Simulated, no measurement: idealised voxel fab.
Module name: voxel self aligned vias (process module)
The cross-section shown here is cut; it is 210 nm wide and divided into square cells measuring 5 nm on a side.
Cross-section spec: square-cell grid; bands listed top down; each band is one or more rows. It is stipulated that each band's entry specify, in nanometres, the height of the top of the band and then that of its bottom, followed by the materials of the band in left-to-right sequence, each together with its width in nanometres. A single material marked by the word "all across" is understood to fill the band from edge to edge; the word "air" is understood to denote empty space. Where do heights start? At 0: under that level the wafer as delivered is made of one material only. And the lowest band has no floor; it just carries on downward, as in "0 -> down". Width spec "30..40" -> top row of cells at first value, bottom row at second value, equal per-row change in between. Any step labelled "remains unaltered" changed none of the cells in the cross-section. So "Closed cavity list" is basically the list of trapped voids: any empty space of 8 cells or more that can't reach the top through an opening. They're written width x height at distance, the distance being from the left edge, and it's all nm. Heads up: the bit after the settings on a step's line is the simulator's remark on that step. You can add "overlay nm" to a step's line. For a step with a mask, it describes how far the mask lay to the right of its planned position, and a negative number describes a lay to the left.

### Here's what the planned process steps look like
1 RECEIVE | material Si
2 CONFORMAL_DEP | material SiO2 | thk nm 10
3 CONFORMAL_DEP | material SiCN | thk nm 5
4 DIRECTIONAL_DEP | material SiO2 | thk nm 30
5 MASKED_ETCH | tone open | mask id LINES | width nm 20 | pitch nm 60 | etch materials SiO2 | depth nm 30 | overlay nm 0
6 CONFORMAL_DEP | material TiN | thk nm 5
7 FILL_DEP | material W | thk nm 5
8 CMP | height nm 45
9 SELECTIVE_ETCH | etch materials W Ru TiN | depth nm 5
10 FILL_DEP | material SiN | thk nm 10
11 CMP | height nm 45
12 DIRECTIONAL_DEP | material SiO2 | thk nm 15
13 PATTERN | tone open | mask id VIAS | material resist | width nm 30 | thk nm 20 | overlay nm 0
14 DIRECTIONAL_ETCH | etch materials SiO2 | depth nm 15
15 DIRECTIONAL_ETCH | etch materials SiN | depth nm 5
16 STRIP | etch materials resist
17 CONFORMAL_DEP | material TiN | thk nm 5
18 FILL_DEP | material Ru | thk nm 5
19 CMP | height nm 60
20 CONFORMAL_DEP | material SiN | thk nm 5

### Cross-sectional view of the wafer in its as-received condition, corresponding to the state after step 1
* 0 -> down: Si all across
* Closed cavity list: none

### First of two wafers at the end of the module, shown in cross-section; run carried out as planned
* 65 -> 60: SiN all across
* 60 -> 50: SiO2 (60), TiN (5), Ru (20), TiN (5), SiO2 (120)
* 50 -> 45: SiO2 (60), TiN (10), Ru (10), TiN (10), SiO2 (120)
* 45 -> 40: SiO2 (65), TiN (20), SiO2 (40), SiN (20), SiO2 (65)
* 40 -> 20: SiO2 (65), TiN (5), W (10), TiN (5), SiO2 (40), TiN (5), W (10), TiN (5), SiO2 (65)
* 20 -> 15: SiO2 (65), TiN (20), SiO2 (40), TiN (20), SiO2 (65)
* 15 -> 10: SiCN all across
* 10 -> 0: SiO2 all across
* 0 -> down: Si all across
* Closed cavity list: none

### Second wafer cross-section at end of module - shared start and plan with the first, one mistake in the run
* 65 -> 60: SiN all across
* 60 -> 45: Ru all across
* 45 -> 40: SiO2 (65), SiN (20), SiO2 (40), SiN (20), SiO2 (65)
* 40 -> 20: SiO2 (65), TiN (5), W (10), TiN (5), SiO2 (40), TiN (5), W (10), TiN (5), SiO2 (65)
* 20 -> 15: SiO2 (65), TiN (20), SiO2 (40), TiN (20), SiO2 (65)
* 15 -> 10: SiCN all across
* 10 -> 0: SiO2 all across
* 0 -> down: Si all across
* Closed cavity list: none
In executing the process, a mistake was made relative to the plan: step 12 did not happen as planned, as run it was DIRECTIONAL_DEP | material Ru | thk nm 15
at the end the second wafer has, in cells: Ru +116, SiN +4, SiO2 -108, TiN -12
